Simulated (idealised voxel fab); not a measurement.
process module | voxel wiring stack
cross-section cut | 240 nm wide | cells 5 nm
A cross-section is a grid of square cells, given in bands from the top down. A band is one or more rows of cells.
Each band's line starts with the height of the band's top and of its bottom, in nm. Then come its materials from left to right, each with its width in nm. One material with "throughout" fills the band from edge to edge. "air" is empty space.
Height 0 is the level under which the wafer as received is all one material. The lowest band goes on downwards, as in "0 down".
A width such as "30 to 40" changes by the same amount from each row of cells to the next, from the band's top row to its bottom row.
"no change" after a step means that no cell of the cross-section changed.
closed voids: empty space of 8 cells or more with no open way to the top, each as width x height at its distance from the left edge, in nm
after a step's settings: what the simulator itself notes on the step
overlay nm, on a step with a mask: how far to the right of its planned place the mask lay; to the left if negative
plan
1 op RECEIVE | material Si
2 op CONFORMAL_DEP | material SiO2 | thk nm 10
3 op DIRECTIONAL_DEP | material TiN | thk nm 5
4 op DIRECTIONAL_DEP | material Ru | thk nm 25
5 op MASKED_ETCH | tone cover | mask id METAL_1 | width nm 20 | pitch nm 50 | etch materials Ru | depth nm 25 | overlay nm 0
6 op MASKED_ETCH | tone cover | mask id METAL_1 | width nm 20 | pitch nm 50 | etch materials TiN | depth nm 5 | overlay nm 0
7 op CONFORMAL_DEP | material SiCN | thk nm 5
8 op FILL_DEP | material lowk | thk nm 10
9 op CMP | height nm 40
10 op CONFORMAL_DEP | material SiCN | thk nm 5
11 op DIRECTIONAL_DEP | material lowk | thk nm 15
12 op DIRECTIONAL_DEP | material aC | thk nm 15
13 op PATTERN | tone open | mask id PLUG_1 | material resist | width nm 15 | pitch nm 50 | thk nm 30 | overlay nm 0
14 op DIRECTIONAL_ETCH | etch materials aC | depth nm 15
15 op STRIP | etch materials resist
16 op DIRECTIONAL_ETCH | etch materials lowk | depth nm 15
17 op DIRECTIONAL_ETCH | etch materials SiCN | depth nm 5
18 op STRIP | etch materials aC
19 op EPI | material Ru | thk nm 10
20 op EPI | material Ru | thk nm 10
21 op CONFORMAL_DEP | material SiN | thk nm 5
22 op DIRECTIONAL_DEP | material SiO2 | thk nm 25
23 op PATTERN | tone open | mask id METAL_2 | material resist | width nm 20 | pitch nm 50 | thk nm 15 | overlay nm 0
24 op DIRECTIONAL_ETCH | etch materials SiO2 | depth nm 25
25 op DIRECTIONAL_ETCH | etch materials SiN | depth nm 5
26 op STRIP | etch materials resist
27 op CONFORMAL_DEP | material TiN | thk nm 5
28 op FILL_DEP | material Ru | thk nm 10
29 op CMP | height nm 90
30 op CONFORMAL_DEP | material SiCN | thk nm 5
31 op DIRECTIONAL_DEP | material lowk | thk nm 30
32 op MASKED_ETCH | tone open | mask id METAL_3 | width nm 20 | pitch nm 50 | etch materials lowk | depth nm 15 | overlay nm 0
33 op PATTERN | tone open | mask id METAL_3_HOLES | material resist | width nm 15 | pitch nm 100 | thk nm 20 | overlay nm 0
34 op DIRECTIONAL_ETCH | etch materials lowk | depth nm 15
35 op DIRECTIONAL_ETCH | etch materials SiCN | depth nm 5
36 op STRIP | etch materials resist
37 op CONFORMAL_DEP | material TiN | thk nm 5
38 op FILL_DEP | material Ru | thk nm 10
39 op CMP | height nm 125
40 op CONFORMAL_DEP | material SiCN | thk nm 5
41 op DIRECTIONAL_DEP | material SiO2 | thk nm 30
42 op DIRECTIONAL_DEP | material aC | thk nm 10
43 op PATTERN | tone open | mask id METAL_4 | material resist | width nm 20 | pitch nm 50 | thk nm 30 | overlay nm 0
44 op DIRECTIONAL_ETCH | etch materials aC | depth nm 10
45 op STRIP | etch materials resist
46 op DIRECTIONAL_ETCH | etch materials SiO2 | depth nm 15
47 op STRIP | etch materials aC
48 op MASKED_ETCH | tone open | mask id METAL_4_HOLES | width nm 15 | pitch nm 100 | etch materials SiO2 | depth nm 15 | overlay nm 0
49 op MASKED_ETCH | tone open | mask id METAL_4_HOLES | width nm 15 | pitch nm 100 | etch materials SiCN | depth nm 5 | overlay nm 0
50 op CONFORMAL_DEP | material TiN | thk nm 5
51 op FILL_DEP | material Cu | thk nm 5
52 op CMP | height nm 160
53 op CONFORMAL_DEP | material SiCN | thk nm 5
first wafer, as planned
as received, after step 1
  0 down: Si throughout
  closed voids: none
after step 2
  10 to 0: SiO2 throughout
  below 0: unchanged
after step 3
  15 to 10: TiN throughout
  below 10: unchanged
after step 4
  40 to 15: Ru throughout
  below 15: unchanged
after step 5
  40 to 15: air 60 | Ru 20 | air 30 | Ru 20 | air 30 | Ru 20 | air 60
  below 15: unchanged
after step 6
  40 to 15: air 60 | Ru 20 | air 30 | Ru 20 | air 30 | Ru 20 | air 60
  15 to 10: air 60 | TiN 20 | air 30 | TiN 20 | air 30 | TiN 20 | air 60
  below 10: unchanged
after step 7
  45 to 40: air 55 | SiCN 30 | air 20 | SiCN 30 | air 20 | SiCN 30 | air 55
  40 to 15: air 55 | SiCN 5 | Ru 20 | SiCN 5 | air 20 | SiCN 5 | Ru 20 | SiCN 5 | air 20 | SiCN 5 | Ru 20 | SiCN 5 | air 55
  15 to 10: SiCN 60 | TiN 20 | SiCN 30 | TiN 20 | SiCN 30 | TiN 20 | SiCN 60
  below 10: unchanged
after step 8
  55 to 45: lowk throughout
  45 to 40: lowk 55 | SiCN 30 | lowk 20 | SiCN 30 | lowk 20 | SiCN 30 | lowk 55
  40 to 15: lowk 55 | SiCN 5 | Ru 20 | SiCN 5 | lowk 20 | SiCN 5 | Ru 20 | SiCN 5 | lowk 20 | SiCN 5 | Ru 20 | SiCN 5 | lowk 55
  below 15: unchanged
after step 9
  40 to 15: lowk 55 | SiCN 5 | Ru 20 | SiCN 5 | lowk 20 | SiCN 5 | Ru 20 | SiCN 5 | lowk 20 | SiCN 5 | Ru 20 | SiCN 5 | lowk 55
  below 15: unchanged
after step 10
  45 to 40: SiCN throughout
  below 40: unchanged
after step 11
  60 to 45: lowk throughout
  below 45: unchanged
after step 12
  75 to 60: aC throughout
  below 60: unchanged
after step 13
  105 to 75: resist 60 | air 15 | resist 35 | air 15 | resist 35 | air 15 | resist 65
  below 75: unchanged
after step 14
  90 to 75: resist 60 | air 15 | resist 35 | air 15 | resist 35 | air 15 | resist 65
  75 to 60: aC 60 | air 15 | aC 35 | air 15 | aC 35 | air 15 | aC 65
  below 60: unchanged
after step 15
  75 to 60: aC 60 | air 15 | aC 35 | air 15 | aC 35 | air 15 | aC 65
  below 60: unchanged
after step 16
  75 to 60: aC 60 | air 15 | aC 35 | air 15 | aC 35 | air 15 | aC 65
  60 to 45: lowk 60 | air 15 | lowk 35 | air 15 | lowk 35 | air 15 | lowk 65
  below 45: unchanged
after step 17
  75 to 60: aC 60 | air 15 | aC 35 | air 15 | aC 35 | air 15 | aC 65
  60 to 45: lowk 60 | air 15 | lowk 35 | air 15 | lowk 35 | air 15 | lowk 65
  45 to 40: SiCN 60 | air 15 | SiCN 35 | air 15 | SiCN 35 | air 15 | SiCN 65
  below 40: unchanged
after step 18
  60 to 45: lowk 60 | air 15 | lowk 35 | air 15 | lowk 35 | air 15 | lowk 65
  below 45: unchanged
after step 19
  60 to 50: lowk 60 | air 15 | lowk 35 | air 15 | lowk 35 | air 15 | lowk 65
  50 to 45: lowk 60 | Ru 15 | lowk 35 | Ru 15 | lowk 35 | Ru 15 | lowk 65
  45 to 40: SiCN 60 | Ru 15 | SiCN 35 | Ru 15 | SiCN 35 | Ru 15 | SiCN 65
  below 40: unchanged
after step 20
  60 to 45: lowk 60 | Ru 15 | lowk 35 | Ru 15 | lowk 35 | Ru 15 | lowk 65
  below 45: unchanged
after step 21
  65 to 60: SiN throughout
  below 60: unchanged
after step 22
  90 to 65: SiO2 throughout
  below 65: unchanged
after step 23
  105 to 90: resist 60 | air 20 | resist 30 | air 20 | resist 30 | air 20 | resist 60
  below 90: unchanged
after step 24
  105 to 90: resist 60 | air 20 | resist 30 | air 20 | resist 30 | air 20 | resist 60
  90 to 65: SiO2 60 | air 20 | SiO2 30 | air 20 | SiO2 30 | air 20 | SiO2 60
  below 65: unchanged
after step 25
  105 to 90: resist 60 | air 20 | resist 30 | air 20 | resist 30 | air 20 | resist 60
  90 to 65: SiO2 60 | air 20 | SiO2 30 | air 20 | SiO2 30 | air 20 | SiO2 60
  65 to 60: SiN 60 | air 20 | SiN 30 | air 20 | SiN 30 | air 20 | SiN 60
  below 60: unchanged
after step 26
  90 to 65: SiO2 60 | air 20 | SiO2 30 | air 20 | SiO2 30 | air 20 | SiO2 60
  below 65: unchanged
after step 27
  95 to 90: TiN 65 | air 10 | TiN 40 | air 10 | TiN 40 | air 10 | TiN 65
  90 to 65: SiO2 60 | TiN 5 | air 10 | TiN 5 | SiO2 30 | TiN 5 | air 10 | TiN 5 | SiO2 30 | TiN 5 | air 10 | TiN 5 | SiO2 60
  65 to 60: SiN 60 | TiN 20 | SiN 30 | TiN 20 | SiN 30 | TiN 20 | SiN 60
  below 60: unchanged
after step 28
  105 to 95: Ru throughout
  95 to 90: TiN 65 | Ru 10 | TiN 40 | Ru 10 | TiN 40 | Ru 10 | TiN 65
  90 to 65: SiO2 60 | TiN 5 | Ru 10 | TiN 5 | SiO2 30 | TiN 5 | Ru 10 | TiN 5 | SiO2 30 | TiN 5 | Ru 10 | TiN 5 | SiO2 60
  below 65: unchanged
after step 29
  90 to 65: SiO2 60 | TiN 5 | Ru 10 | TiN 5 | SiO2 30 | TiN 5 | Ru 10 | TiN 5 | SiO2 30 | TiN 5 | Ru 10 | TiN 5 | SiO2 60
  below 65: unchanged
after step 30
  95 to 90: SiCN throughout
  below 90: unchanged
after step 31
  125 to 95: lowk throughout
  below 95: unchanged
after step 32
  125 to 110: lowk 60 | air 20 | lowk 30 | air 20 | lowk 30 | air 20 | lowk 60
  below 110: unchanged
after step 33
  145 to 125: resist 60 | air 15 | resist 85 | air 15 | resist 65
  125 to 110: lowk 60 | air 15 | resist 5 | lowk 30 | resist 20 | lowk 30 | air 15 | resist 5 | lowk 60
  below 110: unchanged
after step 34
  145 to 125: resist 60 | air 15 | resist 85 | air 15 | resist 65
  125 to 110: lowk 60 | air 15 | resist 5 | lowk 30 | resist 20 | lowk 30 | air 15 | resist 5 | lowk 60
  110 to 95: lowk 60 | air 15 | lowk 85 | air 15 | lowk 65
  below 95: unchanged
after step 35
  145 to 125: resist 60 | air 15 | resist 85 | air 15 | resist 65
  125 to 110: lowk 60 | air 15 | resist 5 | lowk 30 | resist 20 | lowk 30 | air 15 | resist 5 | lowk 60
  110 to 95: lowk 60 | air 15 | lowk 85 | air 15 | lowk 65
  95 to 90: SiCN 60 | air 15 | SiCN 85 | air 15 | SiCN 65
  below 90: unchanged
after step 36
  125 to 110: lowk 60 | air 20 | lowk 30 | air 20 | lowk 30 | air 20 | lowk 60
  below 110: unchanged
after step 37
  130 to 125: TiN 65 | air 10 | TiN 40 | air 10 | TiN 40 | air 10 | TiN 65
  125 to 115: lowk 60 | TiN 5 | air 10 | TiN 5 | lowk 30 | TiN 5 | air 10 | TiN 5 | lowk 30 | TiN 5 | air 10 | TiN 5 | lowk 60
  115 to 110: lowk 60 | TiN 5 | air 5 | TiN 10 | lowk 30 | TiN 20 | lowk 30 | TiN 5 | air 5 | TiN 10 | lowk 60
  110 to 95: lowk 60 | TiN 5 | air 5 | TiN 5 | lowk 85 | TiN 5 | air 5 | TiN 5 | lowk 65
  95 to 90: SiCN 60 | TiN 15 | SiCN 85 | TiN 15 | SiCN 65
  below 90: unchanged
after step 38
  140 to 130: Ru throughout
  130 to 125: TiN 65 | Ru 10 | TiN 40 | Ru 10 | TiN 40 | Ru 10 | TiN 65
  125 to 115: lowk 60 | TiN 5 | Ru 10 | TiN 5 | lowk 30 | TiN 5 | Ru 10 | TiN 5 | lowk 30 | TiN 5 | Ru 10 | TiN 5 | lowk 60
  115 to 110: lowk 60 | TiN 5 | Ru 5 | TiN 10 | lowk 30 | TiN 20 | lowk 30 | TiN 5 | Ru 5 | TiN 10 | lowk 60
  110 to 95: lowk 60 | TiN 5 | Ru 5 | TiN 5 | lowk 85 | TiN 5 | Ru 5 | TiN 5 | lowk 65
  below 95: unchanged
after step 39
  125 to 115: lowk 60 | TiN 5 | Ru 10 | TiN 5 | lowk 30 | TiN 5 | Ru 10 | TiN 5 | lowk 30 | TiN 5 | Ru 10 | TiN 5 | lowk 60
  below 115: unchanged
after step 40
  130 to 125: SiCN throughout
  below 125: unchanged
after step 41
  160 to 130: SiO2 throughout
  below 130: unchanged
after step 42
  170 to 160: aC throughout
  below 160: unchanged
after step 43
  200 to 170: resist 60 | air 20 | resist 30 | air 20 | resist 30 | air 20 | resist 60
  below 170: unchanged
after step 44
  190 to 170: resist 60 | air 20 | resist 30 | air 20 | resist 30 | air 20 | resist 60
  170 to 160: aC 60 | air 20 | aC 30 | air 20 | aC 30 | air 20 | aC 60
  below 160: unchanged
after step 45
  170 to 160: aC 60 | air 20 | aC 30 | air 20 | aC 30 | air 20 | aC 60
  below 160: unchanged
after step 46
  170 to 160: aC 60 | air 20 | aC 30 | air 20 | aC 30 | air 20 | aC 60
  160 to 145: SiO2 60 | air 20 | SiO2 30 | air 20 | SiO2 30 | air 20 | SiO2 60
  below 145: unchanged
after step 47
  160 to 145: SiO2 60 | air 20 | SiO2 30 | air 20 | SiO2 30 | air 20 | SiO2 60
  below 145: unchanged
after step 48
  160 to 145: SiO2 60 | air 20 | SiO2 30 | air 20 | SiO2 30 | air 20 | SiO2 60
  145 to 130: SiO2 60 | air 15 | SiO2 85 | air 15 | SiO2 65
  below 130: unchanged
after step 49
  160 to 145: SiO2 60 | air 20 | SiO2 30 | air 20 | SiO2 30 | air 20 | SiO2 60
  145 to 130: SiO2 60 | air 15 | SiO2 85 | air 15 | SiO2 65
  130 to 125: SiCN 60 | air 15 | SiCN 85 | air 15 | SiCN 65
  below 125: unchanged
after step 50
  165 to 160: TiN 65 | air 10 | TiN 40 | air 10 | TiN 40 | air 10 | TiN 65
  160 to 150: SiO2 60 | TiN 5 | air 10 | TiN 5 | SiO2 30 | TiN 5 | air 10 | TiN 5 | SiO2 30 | TiN 5 | air 10 | TiN 5 | SiO2 60
  150 to 145: SiO2 60 | TiN 5 | air 5 | TiN 10 | SiO2 30 | TiN 20 | SiO2 30 | TiN 5 | air 5 | TiN 10 | SiO2 60
  145 to 130: SiO2 60 | TiN 5 | air 5 | TiN 5 | SiO2 85 | TiN 5 | air 5 | TiN 5 | SiO2 65
  130 to 125: SiCN 60 | TiN 15 | SiCN 85 | TiN 15 | SiCN 65
  below 125: unchanged
after step 51
  170 to 165: Cu throughout
  165 to 160: TiN 65 | Cu 10 | TiN 40 | Cu 10 | TiN 40 | Cu 10 | TiN 65
  160 to 150: SiO2 60 | TiN 5 | Cu 10 | TiN 5 | SiO2 30 | TiN 5 | Cu 10 | TiN 5 | SiO2 30 | TiN 5 | Cu 10 | TiN 5 | SiO2 60
  150 to 145: SiO2 60 | TiN 5 | Cu 5 | TiN 10 | SiO2 30 | TiN 20 | SiO2 30 | TiN 5 | Cu 5 | TiN 10 | SiO2 60
  145 to 130: SiO2 60 | TiN 5 | Cu 5 | TiN 5 | SiO2 85 | TiN 5 | Cu 5 | TiN 5 | SiO2 65
  below 130: unchanged
after step 52
  160 to 150: SiO2 60 | TiN 5 | Cu 10 | TiN 5 | SiO2 30 | TiN 5 | Cu 10 | TiN 5 | SiO2 30 | TiN 5 | Cu 10 | TiN 5 | SiO2 60
  below 150: unchanged
after step 53
  165 to 160: SiCN throughout
  below 160: unchanged
second wafer: like start, like plan, one mistake. Through step 18 it matches the first wafer
when step 20 should have ended
  70 to 60: air 50 | Ru 35 | air 15 | Ru 35 | air 15 | Ru 35 | air 55
  60 to 45: lowk 60 | Ru 15 | lowk 35 | Ru 15 | lowk 35 | Ru 15 | lowk 65
  45 to 40: SiCN 60 | Ru 15 | SiCN 35 | Ru 15 | SiCN 35 | Ru 15 | SiCN 65
  below 40: unchanged
when step 21 should have ended
  75 to 70: air 45 | SiN 45 | air 5 | SiN 45 | air 5 | SiN 45 | air 50
  70 to 65: air 45 | SiN 5 | Ru 35 | SiN 5 | air 5 | SiN 5 | Ru 35 | SiN 5 | air 5 | SiN 5 | Ru 35 | SiN 5 | air 50
  65 to 60: SiN 50 | Ru 35 | SiN 15 | Ru 35 | SiN 15 | Ru 35 | SiN 55
  below 60: unchanged
when step 22 should have ended
  100 to 90: air 45 | SiO2 45 | air 5 | SiO2 45 | air 5 | SiO2 45 | air 50
  90 to 75: SiO2 throughout
  75 to 70: SiO2 45 | SiN 45 | SiO2 5 | SiN 45 | SiO2 5 | SiN 45 | SiO2 50
  70 to 65: SiO2 45 | SiN 5 | Ru 35 | SiN 5 | SiO2 5 | SiN 5 | Ru 35 | SiN 5 | SiO2 5 | SiN 5 | Ru 35 | SiN 5 | SiO2 50
  below 65: unchanged
when step 23 should have ended
  115 to 100: resist 60 | air 20 | resist 30 | air 20 | resist 30 | air 20 | resist 60
  100 to 90: resist 45 | SiO2 45 | resist 5 | SiO2 45 | resist 5 | SiO2 45 | resist 50
  below 90: unchanged
when step 24 should have ended
  115 to 100: resist 60 | air 20 | resist 30 | air 20 | resist 30 | air 20 | resist 60
  100 to 90: resist 45 | SiO2 15 | air 20 | SiO2 10 | resist 5 | SiO2 15 | air 20 | SiO2 10 | resist 5 | SiO2 15 | air 20 | SiO2 10 | resist 50
  90 to 75: SiO2 60 | air 20 | SiO2 30 | air 20 | SiO2 30 | air 20 | SiO2 60
  below 75: unchanged
when step 25 should have ended
  115 to 100: resist 60 | air 20 | resist 30 | air 20 | resist 30 | air 20 | resist 60
  100 to 90: resist 45 | SiO2 15 | air 20 | SiO2 10 | resist 5 | SiO2 15 | air 20 | SiO2 10 | resist 5 | SiO2 15 | air 20 | SiO2 10 | resist 50
  90 to 75: SiO2 60 | air 20 | SiO2 30 | air 20 | SiO2 30 | air 20 | SiO2 60
  75 to 70: SiO2 45 | SiN 15 | air 20 | SiN 10 | SiO2 5 | SiN 15 | air 20 | SiN 10 | SiO2 5 | SiN 15 | air 20 | SiN 10 | SiO2 50
  below 70: unchanged
when step 26 should have ended
  100 to 90: air 45 | SiO2 15 | air 20 | SiO2 10 | air 5 | SiO2 15 | air 20 | SiO2 10 | air 5 | SiO2 15 | air 20 | SiO2 10 | air 50
  below 90: unchanged
when step 27 should have ended
  105 to 100: air 40 | TiN 25 | air 10 | TiN 40 | air 10 | TiN 40 | air 10 | TiN 20 | air 45
  100 to 95: air 40 | TiN 5 | SiO2 15 | TiN 5 | air 10 | TiN 5 | SiO2 10 | TiN 5 | SiO2 15 | TiN 5 | air 10 | TiN 5 | SiO2 10 | TiN 5 | SiO2 15 | TiN 5 | air 10 | TiN 5 | SiO2 10 | TiN 5 | air 45
  95 to 90: TiN 45 | SiO2 15 | TiN 5 | air 10 | TiN 5 | SiO2 10 | TiN 5 | SiO2 15 | TiN 5 | air 10 | TiN 5 | SiO2 10 | TiN 5 | SiO2 15 | TiN 5 | air 10 | TiN 5 | SiO2 10 | TiN 50
  90 to 75: SiO2 60 | TiN 5 | air 10 | TiN 5 | SiO2 30 | TiN 5 | air 10 | TiN 5 | SiO2 30 | TiN 5 | air 10 | TiN 5 | SiO2 60
  75 to 70: SiO2 45 | SiN 15 | TiN 20 | SiN 10 | SiO2 5 | SiN 15 | TiN 20 | SiN 10 | SiO2 5 | SiN 15 | TiN 20 | SiN 10 | SiO2 50
  below 70: unchanged
when step 28 should have ended
  115 to 105: Ru throughout
  105 to 100: Ru 40 | TiN 25 | Ru 10 | TiN 40 | Ru 10 | TiN 40 | Ru 10 | TiN 20 | Ru 45
  100 to 95: Ru 40 | TiN 5 | SiO2 15 | TiN 5 | Ru 10 | TiN 5 | SiO2 10 | TiN 5 | SiO2 15 | TiN 5 | Ru 10 | TiN 5 | SiO2 10 | TiN 5 | SiO2 15 | TiN 5 | Ru 10 | TiN 5 | SiO2 10 | TiN 5 | Ru 45
  95 to 90: TiN 45 | SiO2 15 | TiN 5 | Ru 10 | TiN 5 | SiO2 10 | TiN 5 | SiO2 15 | TiN 5 | Ru 10 | TiN 5 | SiO2 10 | TiN 5 | SiO2 15 | TiN 5 | Ru 10 | TiN 5 | SiO2 10 | TiN 50
  90 to 75: SiO2 60 | TiN 5 | Ru 10 | TiN 5 | SiO2 30 | TiN 5 | Ru 10 | TiN 5 | SiO2 30 | TiN 5 | Ru 10 | TiN 5 | SiO2 60
  below 75: unchanged
when step 29 should have ended
  90 to 75: SiO2 60 | TiN 5 | Ru 10 | TiN 5 | SiO2 30 | TiN 5 | Ru 10 | TiN 5 | SiO2 30 | TiN 5 | Ru 10 | TiN 5 | SiO2 60
  below 75: unchanged
when step 30 should have ended
  95 to 90: SiCN throughout
  below 90: unchanged
when step 31 should have ended
  125 to 95: lowk throughout
  below 95: unchanged
when step 32 should have ended
  125 to 110: lowk 60 | air 20 | lowk 30 | air 20 | lowk 30 | air 20 | lowk 60
  below 110: unchanged
when step 33 should have ended
  145 to 125: resist 60 | air 15 | resist 85 | air 15 | resist 65
  125 to 110: lowk 60 | air 15 | resist 5 | lowk 30 | resist 20 | lowk 30 | air 15 | resist 5 | lowk 60
  below 110: unchanged
when step 34 should have ended
  145 to 125: resist 60 | air 15 | resist 85 | air 15 | resist 65
  125 to 110: lowk 60 | air 15 | resist 5 | lowk 30 | resist 20 | lowk 30 | air 15 | resist 5 | lowk 60
  110 to 95: lowk 60 | air 15 | lowk 85 | air 15 | lowk 65
  below 95: unchanged
when step 35 should have ended
  145 to 125: resist 60 | air 15 | resist 85 | air 15 | resist 65
  125 to 110: lowk 60 | air 15 | resist 5 | lowk 30 | resist 20 | lowk 30 | air 15 | resist 5 | lowk 60
  110 to 95: lowk 60 | air 15 | lowk 85 | air 15 | lowk 65
  95 to 90: SiCN 60 | air 15 | SiCN 85 | air 15 | SiCN 65
  below 90: unchanged
when step 36 should have ended
  125 to 110: lowk 60 | air 20 | lowk 30 | air 20 | lowk 30 | air 20 | lowk 60
  below 110: unchanged
when step 37 should have ended
  130 to 125: TiN 65 | air 10 | TiN 40 | air 10 | TiN 40 | air 10 | TiN 65
  125 to 115: lowk 60 | TiN 5 | air 10 | TiN 5 | lowk 30 | TiN 5 | air 10 | TiN 5 | lowk 30 | TiN 5 | air 10 | TiN 5 | lowk 60
  115 to 110: lowk 60 | TiN 5 | air 5 | TiN 10 | lowk 30 | TiN 20 | lowk 30 | TiN 5 | air 5 | TiN 10 | lowk 60
  110 to 95: lowk 60 | TiN 5 | air 5 | TiN 5 | lowk 85 | TiN 5 | air 5 | TiN 5 | lowk 65
  95 to 90: SiCN 60 | TiN 15 | SiCN 85 | TiN 15 | SiCN 65
  below 90: unchanged
when step 38 should have ended
  140 to 130: Ru throughout
  130 to 125: TiN 65 | Ru 10 | TiN 40 | Ru 10 | TiN 40 | Ru 10 | TiN 65
  125 to 115: lowk 60 | TiN 5 | Ru 10 | TiN 5 | lowk 30 | TiN 5 | Ru 10 | TiN 5 | lowk 30 | TiN 5 | Ru 10 | TiN 5 | lowk 60
  115 to 110: lowk 60 | TiN 5 | Ru 5 | TiN 10 | lowk 30 | TiN 20 | lowk 30 | TiN 5 | Ru 5 | TiN 10 | lowk 60
  110 to 95: lowk 60 | TiN 5 | Ru 5 | TiN 5 | lowk 85 | TiN 5 | Ru 5 | TiN 5 | lowk 65
  below 95: unchanged
when step 39 should have ended
  125 to 115: lowk 60 | TiN 5 | Ru 10 | TiN 5 | lowk 30 | TiN 5 | Ru 10 | TiN 5 | lowk 30 | TiN 5 | Ru 10 | TiN 5 | lowk 60
  below 115: unchanged
when step 40 should have ended
  130 to 125: SiCN throughout
  below 125: unchanged
when step 41 should have ended
  160 to 130: SiO2 throughout
  below 130: unchanged
when step 42 should have ended
  170 to 160: aC throughout
  below 160: unchanged
when step 43 should have ended
  200 to 170: resist 60 | air 20 | resist 30 | air 20 | resist 30 | air 20 | resist 60
  below 170: unchanged
when step 44 should have ended
  190 to 170: resist 60 | air 20 | resist 30 | air 20 | resist 30 | air 20 | resist 60
  170 to 160: aC 60 | air 20 | aC 30 | air 20 | aC 30 | air 20 | aC 60
  below 160: unchanged
when step 45 should have ended
  170 to 160: aC 60 | air 20 | aC 30 | air 20 | aC 30 | air 20 | aC 60
  below 160: unchanged
when step 46 should have ended
  170 to 160: aC 60 | air 20 | aC 30 | air 20 | aC 30 | air 20 | aC 60
  160 to 145: SiO2 60 | air 20 | SiO2 30 | air 20 | SiO2 30 | air 20 | SiO2 60
  below 145: unchanged
when step 47 should have ended
  160 to 145: SiO2 60 | air 20 | SiO2 30 | air 20 | SiO2 30 | air 20 | SiO2 60
  below 145: unchanged
when step 48 should have ended
  160 to 145: SiO2 60 | air 20 | SiO2 30 | air 20 | SiO2 30 | air 20 | SiO2 60
  145 to 130: SiO2 60 | air 15 | SiO2 85 | air 15 | SiO2 65
  below 130: unchanged
when step 49 should have ended
  160 to 145: SiO2 60 | air 20 | SiO2 30 | air 20 | SiO2 30 | air 20 | SiO2 60
  145 to 130: SiO2 60 | air 15 | SiO2 85 | air 15 | SiO2 65
  130 to 125: SiCN 60 | air 15 | SiCN 85 | air 15 | SiCN 65
  below 125: unchanged
when step 50 should have ended
  165 to 160: TiN 65 | air 10 | TiN 40 | air 10 | TiN 40 | air 10 | TiN 65
  160 to 150: SiO2 60 | TiN 5 | air 10 | TiN 5 | SiO2 30 | TiN 5 | air 10 | TiN 5 | SiO2 30 | TiN 5 | air 10 | TiN 5 | SiO2 60
  150 to 145: SiO2 60 | TiN 5 | air 5 | TiN 10 | SiO2 30 | TiN 20 | SiO2 30 | TiN 5 | air 5 | TiN 10 | SiO2 60
  145 to 130: SiO2 60 | TiN 5 | air 5 | TiN 5 | SiO2 85 | TiN 5 | air 5 | TiN 5 | SiO2 65
  130 to 125: SiCN 60 | TiN 15 | SiCN 85 | TiN 15 | SiCN 65
  below 125: unchanged
when step 51 should have ended
  170 to 165: Cu throughout
  165 to 160: TiN 65 | Cu 10 | TiN 40 | Cu 10 | TiN 40 | Cu 10 | TiN 65
  160 to 150: SiO2 60 | TiN 5 | Cu 10 | TiN 5 | SiO2 30 | TiN 5 | Cu 10 | TiN 5 | SiO2 30 | TiN 5 | Cu 10 | TiN 5 | SiO2 60
  150 to 145: SiO2 60 | TiN 5 | Cu 5 | TiN 10 | SiO2 30 | TiN 20 | SiO2 30 | TiN 5 | Cu 5 | TiN 10 | SiO2 60
  145 to 130: SiO2 60 | TiN 5 | Cu 5 | TiN 5 | SiO2 85 | TiN 5 | Cu 5 | TiN 5 | SiO2 65
  below 130: unchanged
when step 52 should have ended
  160 to 150: SiO2 60 | TiN 5 | Cu 10 | TiN 5 | SiO2 30 | TiN 5 | Cu 10 | TiN 5 | SiO2 30 | TiN 5 | Cu 10 | TiN 5 | SiO2 60
  below 150: unchanged
when step 53 should have ended
  165 to 160: SiCN throughout
  below 160: unchanged
what went wrong: one of the steps 19 and 20, which are alike, was run twice
at the end the second wafer has, in cells: 30 more of Ru | 12 more of SiN | 30 fewer of SiO2 | 12 fewer of TiN
